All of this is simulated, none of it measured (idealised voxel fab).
Presented below is a process module, voxel self aligned vias.
cross-section cut | 280 nm wide | cells 5 nm
Format of a cross-section: grid, square cells. Given as bands. Order: top down. Band: one or more rows of cells.
Heights first: top, then bottom, in nm. Then materials, left to right, each with a width in nm. "throughout" on a single material: fills the band edge to edge. "air": empty space.
Convention: height 0 is the level below which the wafer, as received, is all one material. The lowest band does not terminate at the bottom but continues downward, represented as "top 0, no bottom".
So if you see something like "30..40" for the width, read it as the top row of the band sitting at the first number and the bottom row at the second, with every row in between moving by the same amount as the last.
Reading "no change occurred" for a step: not a cell of the cross-section changed in it.
Closed empty spaces (no open way to the top) of 8 cells or more are what "Sealed internal voids" lists, each as width x height at distance from the left edge, nm for all three.
Anything after a step's settings on that line? It's the simulator's own note about the step.
overlay nm: step with mask; distance mask lay right of planned place; negative value = left of planned place.

## plan
1,RECEIVE, material Si
2,CONFORMAL_DEP, material SiO2, thk nm 10
3,CONFORMAL_DEP, material SiCN, thk nm 5
4,DIRECTIONAL_DEP, material lowk, thk nm 25
5,DIRECTIONAL_DEP, material aC, thk nm 15
6,PATTERN, tone open, mask id LINES, material resist, width nm 30, pitch nm 75, thk nm 30, overlay nm 0
7,DIRECTIONAL_ETCH, etch materials aC, depth nm 15
8,STRIP, etch materials resist
9,DIRECTIONAL_ETCH, etch materials lowk, depth nm 25
10,STRIP, etch materials aC
11,CONFORMAL_DEP, material TiN, thk nm 5
12,FILL_DEP, material W, thk nm 5
13,CMP, height nm 40
14,SELECTIVE_ETCH, etch materials W Ru TiN, depth nm 5
15,FILL_DEP, material SiN, thk nm 10
16,CMP, height nm 40
17,DIRECTIONAL_DEP, material lowk, thk nm 15
18,DIRECTIONAL_DEP, material aC, thk nm 15
19,PATTERN, tone open, mask id VIAS, material resist, width nm 50, thk nm 30, overlay nm 0
20,DIRECTIONAL_ETCH, etch materials aC, depth nm 15
21,STRIP, etch materials resist
22,DIRECTIONAL_ETCH, etch materials lowk, depth nm 15
23,DIRECTIONAL_ETCH, etch materials SiN, depth nm 5
24,STRIP, etch materials aC
25,CONFORMAL_DEP, material TiN, thk nm 5
26,FILL_DEP, material Ru, thk nm 5
27,CMP, height nm 55
28,CONFORMAL_DEP, material SiCN, thk nm 5

## The first of two wafers, run as planned

## Received-state cross-section, reflecting completion of step 1
- top 0, no bottom  Si throughout
- Sealed internal voids: none

## Cross-section through the wafer, step 2 finished
- top 10, bottom 0  SiO2 throughout
- Beneath the level 0, the cross-section is identical to its previous state.

## Cross-section through the wafer, step 3 finished
- top 15, bottom 10  SiCN throughout
- Beneath the level 10, the cross-section is identical to its previous state.

## Cross-section through the wafer, step 4 finished
- top 40, bottom 15  lowk throughout
- Beneath the level 15, the cross-section is identical to its previous state.

## Cross-section through the wafer, step 5 finished
- top 55, bottom 40  aC throughout
- Beneath the level 40, the cross-section is identical to its previous state.

## Cross-section through the wafer, step 6 finished
- top 85, bottom 55  85 nm resist, then 30 nm air, then 45 nm resist, then 30 nm air, then 90 nm resist
- Beneath the level 55, the cross-section is identical to its previous state.

## Cross-section through the wafer, step 7 finished
- top 70, bottom 55  85 nm resist, then 30 nm air, then 45 nm resist, then 30 nm air, then 90 nm resist
- top 55, bottom 40  85 nm aC, then 30 nm air, then 45 nm aC, then 30 nm air, then 90 nm aC
- Beneath the level 40, the cross-section is identical to its previous state.

## Cross-section through the wafer, step 8 finished
- top 55, bottom 40  85 nm aC, then 30 nm air, then 45 nm aC, then 30 nm air, then 90 nm aC
- Beneath the level 40, the cross-section is identical to its previous state.

## Cross-section through the wafer, step 9 finished
- top 55, bottom 40  85 nm aC, then 30 nm air, then 45 nm aC, then 30 nm air, then 90 nm aC
- top 40, bottom 15  85 nm lowk, then 30 nm air, then 45 nm lowk, then 30 nm air, then 90 nm lowk
- Beneath the level 15, the cross-section is identical to its previous state.

## Cross-section through the wafer, step 10 finished
- top 40, bottom 15  85 nm lowk, then 30 nm air, then 45 nm lowk, then 30 nm air, then 90 nm lowk
- Beneath the level 15, the cross-section is identical to its previous state.

## Cross-section through the wafer, step 11 finished
- top 45, bottom 40  90 nm TiN, then 20 nm air, then 55 nm TiN, then 20 nm air, then 95 nm TiN
- top 40, bottom 20  85 nm lowk, then 5 nm TiN, then 20 nm air, then 5 nm TiN, then 45 nm lowk, then 5 nm TiN, then 20 nm air, then 5 nm TiN, then 90 nm lowk
- top 20, bottom 15  85 nm lowk, then 30 nm TiN, then 45 nm lowk, then 30 nm TiN, then 90 nm lowk
- Beneath the level 15, the cross-section is identical to its previous state.

## Cross-section through the wafer, step 12 finished
- top 50, bottom 45  W throughout
- top 45, bottom 40  90 nm TiN, then 20 nm W, then 55 nm TiN, then 20 nm W, then 95 nm TiN
- top 40, bottom 20  85 nm lowk, then 5 nm TiN, then 20 nm W, then 5 nm TiN, then 45 nm lowk, then 5 nm TiN, then 20 nm W, then 5 nm TiN, then 90 nm lowk
- Beneath the level 20, the cross-section is identical to its previous state.

## Cross-section through the wafer, step 13 finished
- top 40, bottom 20  85 nm lowk, then 5 nm TiN, then 20 nm W, then 5 nm TiN, then 45 nm lowk, then 5 nm TiN, then 20 nm W, then 5 nm TiN, then 90 nm lowk
- Beneath the level 20, the cross-section is identical to its previous state.

## Cross-section through the wafer, step 14 finished
- top 40, bottom 35  85 nm lowk, then 30 nm air, then 45 nm lowk, then 30 nm air, then 90 nm lowk
- Beneath the level 35, the cross-section is identical to its previous state.

## Cross-section through the wafer, step 15 finished
- top 50, bottom 40  SiN throughout
- top 40, bottom 35  85 nm lowk, then 30 nm SiN, then 45 nm lowk, then 30 nm SiN, then 90 nm lowk
- Beneath the level 35, the cross-section is identical to its previous state.

## Cross-section through the wafer, step 16 finished
- top 40, bottom 35  85 nm lowk, then 30 nm SiN, then 45 nm lowk, then 30 nm SiN, then 90 nm lowk
- Beneath the level 35, the cross-section is identical to its previous state.

## Cross-section through the wafer, step 17 finished
- top 55, bottom 40  lowk throughout
- Beneath the level 40, the cross-section is identical to its previous state.

## Cross-section through the wafer, step 18 finished
- top 70, bottom 55  aC throughout
- Beneath the level 55, the cross-section is identical to its previous state.

## Cross-section through the wafer, step 19 finished
- top 100, bottom 70  75 nm resist, then 50 nm air, then 155 nm resist
- Beneath the level 70, the cross-section is identical to its previous state.

## Cross-section through the wafer, step 20 finished
- top 85, bottom 70  75 nm resist, then 50 nm air, then 155 nm resist
- top 70, bottom 55  75 nm aC, then 50 nm air, then 155 nm aC
- Beneath the level 55, the cross-section is identical to its previous state.

## Cross-section through the wafer, step 21 finished
- top 70, bottom 55  75 nm aC, then 50 nm air, then 155 nm aC
- Beneath the level 55, the cross-section is identical to its previous state.

## Cross-section through the wafer, step 22 finished
- top 70, bottom 55  75 nm aC, then 50 nm air, then 155 nm aC
- top 55, bottom 40  75 nm lowk, then 50 nm air, then 155 nm lowk
- Beneath the level 40, the cross-section is identical to its previous state.

## Cross-section through the wafer, step 23 finished
- top 70, bottom 55  75 nm aC, then 50 nm air, then 155 nm aC
- top 55, bottom 40  75 nm lowk, then 50 nm air, then 155 nm lowk
- top 40, bottom 35  85 nm lowk, then 30 nm air, then 45 nm lowk, then 30 nm SiN, then 90 nm lowk
- Beneath the level 35, the cross-section is identical to its previous state.

## Cross-section through the wafer, step 24 finished
- top 55, bottom 40  75 nm lowk, then 50 nm air, then 155 nm lowk
- Beneath the level 40, the cross-section is identical to its previous state.

## Cross-section through the wafer, step 25 finished
- top 60, bottom 55  80 nm TiN, then 40 nm air, then 160 nm TiN
- top 55, bottom 45  75 nm lowk, then 5 nm TiN, then 40 nm air, then 5 nm TiN, then 155 nm lowk
- top 45, bottom 40  75 nm lowk, then 15 nm TiN, then 20 nm air, then 15 nm TiN, then 155 nm lowk
- top 40, bottom 35  85 nm lowk, then 30 nm TiN, then 45 nm lowk, then 30 nm SiN, then 90 nm lowk
- Beneath the level 35, the cross-section is identical to its previous state.

## Cross-section through the wafer, step 26 finished
- top 65, bottom 60  Ru throughout
- top 60, bottom 55  80 nm TiN, then 40 nm Ru, then 160 nm TiN
- top 55, bottom 45  75 nm lowk, then 5 nm TiN, then 40 nm Ru, then 5 nm TiN, then 155 nm lowk
- top 45, bottom 40  75 nm lowk, then 15 nm TiN, then 20 nm Ru, then 15 nm TiN, then 155 nm lowk
- Beneath the level 40, the cross-section is identical to its previous state.

## Cross-section through the wafer, step 27 finished
- top 55, bottom 45  75 nm lowk, then 5 nm TiN, then 40 nm Ru, then 5 nm TiN, then 155 nm lowk
- Beneath the level 45, the cross-section is identical to its previous state.

## Cross-section through the wafer, step 28 finished
- top 60, bottom 55  SiCN throughout
- Beneath the level 55, the cross-section is identical to its previous state.

## Second wafer. Start and plan as for the first. One mistake made in running. Agrees with the first up to and including step 21

## Cross-sectional representation of the second wafer at the time designated in the plan for the completion of step 22
- top 70, bottom 55  75 nm aC, then 50 nm air, then 155 nm aC
- top 55, bottom 40  75 nm lowk, then 50 nm air, then 155 nm lowk
- top 40, bottom 35  75 nm lowk, then 10 nm air, then 30 nm SiN, then 10 nm air, then 35 nm lowk, then 30 nm SiN, then 90 nm lowk
- top 35, bottom 25  75 nm lowk, then 10 nm air, then 5 nm TiN, then 20 nm W, then 5 nm TiN, then 10 nm air, then 35 nm lowk, then 5 nm TiN, then 20 nm W, then 5 nm TiN, then 90 nm lowk
- Beneath the level 25, the cross-section is identical to its previous state.

## Cross-sectional representation of the second wafer at the time designated in the plan for the completion of step 23
- top 70, bottom 55  75 nm aC, then 50 nm air, then 155 nm aC
- top 55, bottom 40  75 nm lowk, then 50 nm air, then 155 nm lowk
- top 40, bottom 35  75 nm lowk, then 50 nm air, then 35 nm lowk, then 30 nm SiN, then 90 nm lowk
- Beneath the level 35, the cross-section is identical to its previous state.

## Cross-sectional representation of the second wafer at the time designated in the plan for the completion of step 24
- top 55, bottom 40  75 nm lowk, then 50 nm air, then 155 nm lowk
- Beneath the level 40, the cross-section is identical to its previous state.

## Cross-sectional representation of the second wafer at the time designated in the plan for the completion of step 25
- top 60, bottom 55  80 nm TiN, then 40 nm air, then 160 nm TiN
- top 55, bottom 40  75 nm lowk, then 5 nm TiN, then 40 nm air, then 5 nm TiN, then 155 nm lowk
- top 40, bottom 35  75 nm lowk, then 50 nm TiN, then 35 nm lowk, then 30 nm SiN, then 90 nm lowk
- top 35, bottom 25  75 nm lowk, then 15 nm TiN, then 20 nm W, then 15 nm TiN, then 35 nm lowk, then 5 nm TiN, then 20 nm W, then 5 nm TiN, then 90 nm lowk
- Beneath the level 25, the cross-section is identical to its previous state.

## Cross-sectional representation of the second wafer at the time designated in the plan for the completion of step 26
- top 65, bottom 60  Ru throughout
- top 60, bottom 55  80 nm TiN, then 40 nm Ru, then 160 nm TiN
- top 55, bottom 40  75 nm lowk, then 5 nm TiN, then 40 nm Ru, then 5 nm TiN, then 155 nm lowk
- Beneath the level 40, the cross-section is identical to its previous state.

## Cross-sectional representation of the second wafer at the time designated in the plan for the completion of step 27
- top 55, bottom 40  75 nm lowk, then 5 nm TiN, then 40 nm Ru, then 5 nm TiN, then 155 nm lowk
- Beneath the level 40, the cross-section is identical to its previous state.

## Cross-sectional representation of the second wafer at the time designated in the plan for the completion of step 28
- top 60, bottom 55  SiCN throughout
- Beneath the level 55, the cross-section is identical to its previous state.
Run error: yeah, plan step 22 got run twice
Final tally in cells, some materials are higher or lower on the second wafer than on the first: Ru +4 | TiN +8 | lowk -12
